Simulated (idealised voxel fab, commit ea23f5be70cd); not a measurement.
process module | voxel transistor to metal
cross-section cut | 180 nm wide | cells 5 nm
A cross-section is a grid of square cells, given in bands from the top down. A band is one or more rows of cells.
Each band's line starts with the height of the band's top and of its bottom, in nm. Then come its materials from left to right, each with its width in nm. One material with "throughout" fills the band from edge to edge. "air" is empty space.
Height 0 is the level under which the wafer as received is all one material. The lowest band goes on downwards, as in "0 down".
A width such as "30 to 40" changes by the same amount from each row of cells to the next, from the band's top row to its bottom row.
"no change" after a step means that no cell of the cross-section changed.
closed voids: empty space of 8 cells or more with no open way to the top, each as width x height at its distance from the left edge, in nm
after a step's settings: what the simulator itself notes on the step
overlay nm, on a step with a mask: how far to the right of its planned place the mask lay; to the left if negative
plan
1 op RECEIVE | material Si
2 op CONFORMAL_DEP | material SiO2 | thk nm 5
3 op CONFORMAL_DEP | material SiN | thk nm 10
4 op DIRECTIONAL_DEP | material aC | thk nm 15
5 op PATTERN | tone cover | mask id ACTIVE | material resist | width nm 115 | thk nm 35 | overlay nm 0
6 op DIRECTIONAL_ETCH | etch materials aC | depth nm 15
7 op STRIP | etch materials resist
8 op DIRECTIONAL_ETCH | etch materials SiN | depth nm 10
9 op DIRECTIONAL_ETCH | etch materials SiO2 | depth nm 5
10 op DIRECTIONAL_ETCH | etch materials Si | depth nm 20
11 op STRIP | etch materials aC
12 op OXIDIZE | depth nm 5
13 op FILL_DEP | material SiO2 | thk nm 15
14 op CMP | height nm 15
15 op SELECTIVE_ETCH | etch materials SiO2 | depth nm 5
16 op STRIP | etch materials SiN
17 op SELECTIVE_ETCH | etch materials SiO2 | depth nm 5
18 op OXIDIZE | depth nm 5
19 op DIRECTIONAL_DEP | material polySi | thk nm 30
20 op DIRECTIONAL_DEP | material SiCN | thk nm 10
21 op MASKED_ETCH | tone cover | mask id GATE | width nm 25 | etch materials SiCN | depth nm 20 | overlay nm -5
22 op MASKED_ETCH | tone cover | mask id GATE | width nm 25 | etch materials polySi | depth nm 40 | overlay nm 0
23 op CONFORMAL_DEP | material SiN | thk nm 5
24 op DIRECTIONAL_ETCH | etch materials SiN | depth nm 5
25 op DIRECTIONAL_ETCH | etch materials SiO2 | depth nm 5
26 op DIRECTIONAL_ETCH | etch materials Si | depth nm 15
27 op EPI | material nSi | thk nm 15
28 op FILL_DEP | material SiO2 | thk nm 5
29 op CMP | height nm 30
30 op STRIP | etch materials polySi
31 op SELECTIVE_ETCH | etch materials SiO2 | depth nm 5
32 op CONFORMAL_DEP | material HfO2 | thk nm 5
33 op CONFORMAL_DEP | material TiN | thk nm 5
34 op FILL_DEP | material W | thk nm 10
35 op CMP | height nm 25
36 op DIRECTIONAL_DEP | material SiO2 | thk nm 10
37 op MASKED_ETCH | tone open | mask id CONTACT | width nm 15 | pitch nm 80 | etch materials SiO2 | depth nm 40 | overlay nm 0
38 op CONFORMAL_DEP | material TiN | thk nm 5
39 op FILL_DEP | material W | thk nm 5
40 op CMP | height nm 35
41 op DIRECTIONAL_DEP | material TiN | thk nm 5
42 op DIRECTIONAL_DEP | material Ru | thk nm 20
43 op MASKED_ETCH | tone cover | mask id METAL_1 | width nm 15 | pitch nm 80 | etch materials Ru | depth nm 20 | overlay nm 0
44 op MASKED_ETCH | tone cover | mask id METAL_1 | width nm 15 | pitch nm 80 | etch materials TiN | depth nm 5 | overlay nm 0
45 op CONFORMAL_DEP | material SiN | thk nm 5
46 op FILL_DEP | material SiO2 | thk nm 10
47 op CMP | height nm 60
48 op CONFORMAL_DEP | material SiCN | thk nm 5
varied across the wafers: overlay nm of step 21. The plan shows the first wafer's value. All wafers start alike
first wafer as received, after step 1
  0 down: Si throughout
  closed voids: none
first wafer at the end, after step 48
  65 to 60: SiCN throughout
  60 to 40: SiO2 35 | SiN 5 | Ru 15 | SiN 5 | SiO2 55 | SiN 5 | Ru 15 | SiN 5 | SiO2 40
  40 to 35: SiN 40 | TiN 15 | SiN 65 | TiN 15 | SiN 45
  35 to 25: SiO2 40 | TiN 5 | W 5 | TiN 5 | SiO2 65 | TiN 5 | W 5 | TiN 5 | SiO2 45
  25 to 15: SiO2 40 | TiN 5 | W 5 | TiN 5 | SiO2 10 | SiN 5 | HfO2 5 | TiN 5 | W 10 | TiN 5 | HfO2 5 | SiN 5 | SiO2 15 | TiN 5 | W 5 | TiN 5 | SiO2 45
  15 to 10: SiO2 40 | TiN 15 | SiO2 10 | SiN 5 | HfO2 5 | TiN 5 | W 10 | TiN 5 | HfO2 5 | SiN 5 | SiO2 15 | TiN 5 | W 5 | TiN 5 | SiO2 45
  10 to 5: SiO2 40 | TiN 10 | nSi 15 | SiN 5 | HfO2 5 | TiN 5 | W 10 | TiN 5 | HfO2 5 | SiN 5 | nSi 15 | TiN 5 | W 5 | TiN 5 | SiO2 45
  5 to 0: SiO2 25 | SiN 5 | SiO2 10 | TiN 10 | nSi 15 | SiN 5 | HfO2 5 | TiN 20 | HfO2 5 | SiN 5 | nSi 15 | TiN 5 | W 5 | TiN 5 | SiO2 10 | SiN 5 | SiO2 30
  0 to -5: SiO2 40 | TiN 10 | nSi 15 | HfO2 40 | nSi 15 | TiN 15 | SiO2 45
  -5 to -20: SiO2 35 | nSi 30 | Si 40 | nSi 35 | SiO2 40
  -20 to -25: SiO2 35 | Si 105 | SiO2 40
  -25 down: Si throughout
  closed voids: none
last wafer at the end
  65 to 60: SiCN throughout
  60 to 40: SiO2 35 | SiN 5 | Ru 15 | SiN 5 | SiO2 55 | SiN 5 | Ru 15 | SiN 5 | SiO2 40
  40 to 35: SiN 40 | TiN 15 | SiN 65 | TiN 15 | SiN 45
  35 to 25: SiO2 40 | TiN 5 | W 5 | TiN 5 | SiO2 65 | TiN 5 | W 5 | TiN 5 | SiO2 45
  25 to 15: SiO2 40 | TiN 5 | W 5 | TiN 5 | SiO2 15 | SiN 5 | HfO2 5 | TiN 5 | W 10 | TiN 5 | HfO2 5 | SiN 5 | SiO2 10 | TiN 5 | W 5 | TiN 5 | SiO2 45
  15 to 10: SiO2 40 | TiN 5 | W 5 | TiN 5 | SiO2 15 | SiN 5 | HfO2 5 | TiN 5 | W 10 | TiN 5 | HfO2 5 | SiN 5 | SiO2 10 | TiN 15 | SiO2 45
  10 to 5: SiO2 40 | TiN 5 | W 5 | TiN 5 | nSi 15 | SiN 5 | HfO2 5 | TiN 5 | W 10 | TiN 5 | HfO2 5 | SiN 5 | nSi 15 | TiN 10 | SiO2 45
  5 to 0: SiO2 25 | SiN 5 | SiO2 10 | TiN 5 | W 5 | TiN 5 | nSi 15 | SiN 5 | HfO2 5 | TiN 20 | HfO2 5 | SiN 5 | nSi 15 | TiN 10 | SiO2 10 | SiN 5 | SiO2 30
  0 to -5: SiO2 40 | TiN 15 | nSi 15 | HfO2 40 | nSi 15 | TiN 10 | SiO2 45
  -5 to -20: SiO2 35 | nSi 35 | Si 40 | nSi 30 | SiO2 40
  -20 to -25: SiO2 35 | Si 105 | SiO2 40
  -25 down: Si throughout
  closed voids: none
each wafer at the end: cells of each material gained (+) or lost (-) since it was received, then its closed voids
overlay nm -5 | +18 HfO2 | +24 Ru | -135 Si | +36 SiCN | +58 SiN | +339 SiO2 | +52 TiN | +19 W | +57 nSi | closed voids: none
overlay nm 0 | +17 HfO2 | +24 Ru | -138 Si | +36 SiCN | +58 SiN | +342 SiO2 | +51 TiN | +18 W | +60 nSi | closed voids: none
overlay nm 5 | +18 HfO2 | +24 Ru | -135 Si | +36 SiCN | +58 SiN | +339 SiO2 | +52 TiN | +19 W | +57 nSi | closed voids: none
